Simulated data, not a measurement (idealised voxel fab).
Process module in this document: voxel gate over fins
The figure presents cross-section cut, which has a width of 240 nm and is divided into square cells with an edge length of 5 nm.
In this document a cross-section is written as a grid of square cells. It is given as a series of bands, listed from the top down, and a band is one or more rows of cells. Band entry format. Leading values: height of top, height of bottom, nm. Remainder: materials in left-to-right order, each with its width in nm. Special words: "throughout" on a single material, which then fills the band edge to edge; "blank", empty space. Heads up on the height convention: 0 is the point under which the incoming wafer is all one material, and the lowest band has no bottom, it just keeps going down, like "0..down". Read "30 to 40" as a graded width: first number on top, second number at the bottom, same change between each pair of neighbouring rows. Where the words "nothing was modified" appear for a step, the cross-section shows no cell changed by that step; every cell remained as before. "Closed void catalog" means: voids of 8 cells or more that are shut off from the top with no open way through. Written width x height at distance, distance from the left edge, in nm. Formally, on a step line, whatever follows the settings is a remark that the simulator itself makes on the step. Steps that use a mask can have "overlay nm" on their line. It says how far the mask sat to the right of where it was meant to be. Negative means to the left.
### List of planned process steps
1: RECEIVE with material Si
2: CONFORMAL_DEP with material SiN, thk nm 10
3: PATTERN with tone cover, mask id FINS, material resist, width nm 15, pitch nm 35, thk nm 15, overlay nm 0
4: DIRECTIONAL_ETCH with etch materials SiN, depth nm 10
5: DIRECTIONAL_ETCH with etch materials Si, depth nm 40
6: STRIP with etch materials resist
7: FILL_DEP with material SiO2, thk nm 10
8: CMP with height nm 10
9: SELECTIVE_ETCH with etch materials SiO2, depth nm 20
10: STRIP with etch materials SiN
11: CONFORMAL_DEP with material HfO2, thk nm 5
12: CONFORMAL_DEP with material TiN, thk nm 5
13: CONFORMAL_DEP with material TiAl, thk nm 5
14: CONFORMAL_DEP with material TiN, thk nm 5
15: FILL_DEP with material W, thk nm 10
16: CMP with height nm 25
17: CONFORMAL_DEP with material SiCN, thk nm 10
### Below: the first of two wafers, run as planned
### Delivered wafer in cross-section: state after step 1
> 0..down | Si throughout
> Closed void catalog: none
### after step 2
> 10..0 | SiN throughout
> Heights below 0 show no change.
### after step 3
> 25..10 | blank 75 nm, then resist 15 nm, then blank 20 nm, then resist 15 nm, then blank 20 nm, then resist 15 nm, then blank 80 nm
> Heights below 10 show no change.
### after step 4
> 25..10 | blank 75 nm, then resist 15 nm, then blank 20 nm, then resist 15 nm, then blank 20 nm, then resist 15 nm, then blank 80 nm
> 10..0 | blank 75 nm, then SiN 15 nm, then blank 20 nm, then SiN 15 nm, then blank 20 nm, then SiN 15 nm, then blank 80 nm
> Heights below 0 show no change.
### after step 5
> 25..10 | blank 75 nm, then resist 15 nm, then blank 20 nm, then resist 15 nm, then blank 20 nm, then resist 15 nm, then blank 80 nm
> 10..0 | blank 75 nm, then SiN 15 nm, then blank 20 nm, then SiN 15 nm, then blank 20 nm, then SiN 15 nm, then blank 80 nm
> 0..-40 | blank 75 nm, then Si 15 nm, then blank 20 nm, then Si 15 nm, then blank 20 nm, then Si 15 nm, then blank 80 nm
> Heights below -40 show no change.
### after step 6
> 10..0 | blank 75 nm, then SiN 15 nm, then blank 20 nm, then SiN 15 nm, then blank 20 nm, then SiN 15 nm, then blank 80 nm
> Heights below 0 show no change.
### after step 7
> 20..10 | SiO2 throughout
> 10..0 | SiO2 75 nm, then SiN 15 nm, then SiO2 20 nm, then SiN 15 nm, then SiO2 20 nm, then SiN 15 nm, then SiO2 80 nm
> 0..-40 | SiO2 75 nm, then Si 15 nm, then SiO2 20 nm, then Si 15 nm, then SiO2 20 nm, then Si 15 nm, then SiO2 80 nm
> Heights below -40 show no change.
### after step 8
> 10..0 | SiO2 75 nm, then SiN 15 nm, then SiO2 20 nm, then SiN 15 nm, then SiO2 20 nm, then SiN 15 nm, then SiO2 80 nm
> Heights below 0 show no change.
### after step 9
> 10..0 | blank 75 nm, then SiN 15 nm, then blank 20 nm, then SiN 15 nm, then blank 20 nm, then SiN 15 nm, then blank 80 nm
> 0..-10 | blank 75 nm, then Si 15 nm, then blank 20 nm, then Si 15 nm, then blank 20 nm, then Si 15 nm, then blank 80 nm
> Heights below -10 show no change.
### after step 10
> 0..-10 | blank 75 nm, then Si 15 nm, then blank 20 nm, then Si 15 nm, then blank 20 nm, then Si 15 nm, then blank 80 nm
> Heights below -10 show no change.
### after step 11
> 5..0 | blank 70 nm, then HfO2 25 nm, then blank 10 nm, then HfO2 25 nm, then blank 10 nm, then HfO2 25 nm, then blank 75 nm
> 0..-5 | blank 70 nm, then HfO2 5 nm, then Si 15 nm, then HfO2 5 nm, then blank 10 nm, then HfO2 5 nm, then Si 15 nm, then HfO2 5 nm, then blank 10 nm, then HfO2 5 nm, then Si 15 nm, then HfO2 5 nm, then blank 75 nm
> -5..-10 | HfO2 75 nm, then Si 15 nm, then HfO2 20 nm, then Si 15 nm, then HfO2 20 nm, then Si 15 nm, then HfO2 80 nm
> Heights below -10 show no change.
### after step 12
> 10..5 | blank 65 nm, then TiN 105 nm, then blank 70 nm
> 5..0 | blank 65 nm, then TiN 5 nm, then HfO2 25 nm, then TiN 10 nm, then HfO2 25 nm, then TiN 10 nm, then HfO2 25 nm, then TiN 5 nm, then blank 70 nm
> 0..-5 | TiN 70 nm, then HfO2 5 nm, then Si 15 nm, then HfO2 5 nm, then TiN 10 nm, then HfO2 5 nm, then Si 15 nm, then HfO2 5 nm, then TiN 10 nm, then HfO2 5 nm, then Si 15 nm, then HfO2 5 nm, then TiN 75 nm
> Heights below -5 show no change.
### after step 13
> 15..10 | blank 60 nm, then TiAl 115 nm, then blank 65 nm
> 10..5 | blank 60 nm, then TiAl 5 nm, then TiN 105 nm, then TiAl 5 nm, then blank 65 nm
> 5..0 | TiAl 65 nm, then TiN 5 nm, then HfO2 25 nm, then TiN 10 nm, then HfO2 25 nm, then TiN 10 nm, then HfO2 25 nm, then TiN 5 nm, then TiAl 70 nm
> Heights below 0 show no change.
### after step 14
> 20..15 | blank 55 nm, then TiN 125 nm, then blank 60 nm
> 15..10 | blank 55 nm, then TiN 5 nm, then TiAl 115 nm, then TiN 5 nm, then blank 60 nm
> 10..5 | TiN 60 nm, then TiAl 5 nm, then TiN 105 nm, then TiAl 5 nm, then TiN 65 nm
> Heights below 5 show no change.
### after step 15
> 30..20 | W throughout
> 20..15 | W 55 nm, then TiN 125 nm, then W 60 nm
> 15..10 | W 55 nm, then TiN 5 nm, then TiAl 115 nm, then TiN 5 nm, then W 60 nm
> Heights below 10 show no change.
### after step 16
> 25..20 | W throughout
> Heights below 20 show no change.
### after step 17
> 35..25 | SiCN throughout
> Heights below 25 show no change.
### The remaining wafer, second of the two, started like the first and was run to the same plan, except that one mistake was made along the way; the two coincide through step 2, inclusive
### X-section, second wafer, when step 3 was due to finish
> 25..10 | resist 75 nm, then blank 15 nm, then resist 20 nm, then blank 15 nm, then resist 20 nm, then blank 15 nm, then resist 80 nm
> Heights below 10 show no change.
### X-section, second wafer, when step 4 was due to finish
> 25..10 | resist 75 nm, then blank 15 nm, then resist 20 nm, then blank 15 nm, then resist 20 nm, then blank 15 nm, then resist 80 nm
> 10..0 | SiN 75 nm, then blank 15 nm, then SiN 20 nm, then blank 15 nm, then SiN 20 nm, then blank 15 nm, then SiN 80 nm
> Heights below 0 show no change.
### X-section, second wafer, when step 5 was due to finish
> 25..10 | resist 75 nm, then blank 15 nm, then resist 20 nm, then blank 15 nm, then resist 20 nm, then blank 15 nm, then resist 80 nm
> 10..0 | SiN 75 nm, then blank 15 nm, then SiN 20 nm, then blank 15 nm, then SiN 20 nm, then blank 15 nm, then SiN 80 nm
> 0..-40 | Si 75 nm, then blank 15 nm, then Si 20 nm, then blank 15 nm, then Si 20 nm, then blank 15 nm, then Si 80 nm
> Heights below -40 show no change.
### X-section, second wafer, when step 6 was due to finish
> 10..0 | SiN 75 nm, then blank 15 nm, then SiN 20 nm, then blank 15 nm, then SiN 20 nm, then blank 15 nm, then SiN 80 nm
> Heights below 0 show no change.
### X-section, second wafer, when step 7 was due to finish
> 20..10 | SiO2 throughout
> 10..0 | SiN 75 nm, then SiO2 15 nm, then SiN 20 nm, then SiO2 15 nm, then SiN 20 nm, then SiO2 15 nm, then SiN 80 nm
> 0..-40 | Si 75 nm, then SiO2 15 nm, then Si 20 nm, then SiO2 15 nm, then Si 20 nm, then SiO2 15 nm, then Si 80 nm
> Heights below -40 show no change.
### X-section, second wafer, when step 8 was due to finish
> 10..0 | SiN 75 nm, then SiO2 15 nm, then SiN 20 nm, then SiO2 15 nm, then SiN 20 nm, then SiO2 15 nm, then SiN 80 nm
> Heights below 0 show no change.
### X-section, second wafer, when step 9 was due to finish
> 10..0 | SiN 75 nm, then blank 15 nm, then SiN 20 nm, then blank 15 nm, then SiN 20 nm, then blank 15 nm, then SiN 80 nm
> 0..-10 | Si 75 nm, then blank 15 nm, then Si 20 nm, then blank 15 nm, then Si 20 nm, then blank 15 nm, then Si 80 nm
> Heights below -10 show no change.
### X-section, second wafer, when step 10 was due to finish
> 0..-10 | Si 75 nm, then blank 15 nm, then Si 20 nm, then blank 15 nm, then Si 20 nm, then blank 15 nm, then Si 80 nm
> Heights below -10 show no change.
### X-section, second wafer, when step 11 was due to finish
> 5..0 | HfO2 80 nm, then blank 5 nm, then HfO2 30 nm, then blank 5 nm, then HfO2 30 nm, then blank 5 nm, then HfO2 85 nm
> 0..-5 | Si 75 nm, then HfO2 5 nm, then blank 5 nm, then HfO2 5 nm, then Si 20 nm, then HfO2 5 nm, then blank 5 nm, then HfO2 5 nm, then Si 20 nm, then HfO2 5 nm, then blank 5 nm, then HfO2 5 nm, then Si 80 nm
> -5..-10 | Si 75 nm, then HfO2 15 nm, then Si 20 nm, then HfO2 15 nm, then Si 20 nm, then HfO2 15 nm, then Si 80 nm
> Heights below -10 show no change.
### X-section, second wafer, when step 12 was due to finish
> 10..5 | TiN throughout
> 5..0 | HfO2 80 nm, then TiN 5 nm, then HfO2 30 nm, then TiN 5 nm, then HfO2 30 nm, then TiN 5 nm, then HfO2 85 nm
> 0..-5 | Si 75 nm, then HfO2 5 nm, then TiN 5 nm, then HfO2 5 nm, then Si 20 nm, then HfO2 5 nm, then TiN 5 nm, then HfO2 5 nm, then Si 20 nm, then HfO2 5 nm, then TiN 5 nm, then HfO2 5 nm, then Si 80 nm
> Heights below -5 show no change.
### X-section, second wafer, when step 13 was due to finish
> 15..10 | TiAl throughout
> Heights below 10 show no change.
### X-section, second wafer, when step 14 was due to finish
> 20..15 | TiN throughout
> Heights below 15 show no change.
### X-section, second wafer, when step 15 was due to finish
> 30..20 | W throughout
> Heights below 20 show no change.
### X-section, second wafer, when step 16 was due to finish
> 25..20 | W throughout
> Heights below 20 show no change.
### X-section, second wafer, when step 17 was due to finish
> 35..25 | SiCN throughout
> Heights below 25 show no change.
Here's what went sideways: the process deviated at step 3: the operation and settings actually run there were PATTERN with tone open, mask id FINS, material resist, width nm 15, pitch nm 35, thk nm 15, overlay nm 0
Count the cells at the end and the second wafer has more or fewer of some materials than the first: 240 more of Si | 180 fewer of SiO2 | 4 fewer of TiAl | 10 fewer of TiN | 46 fewer of W
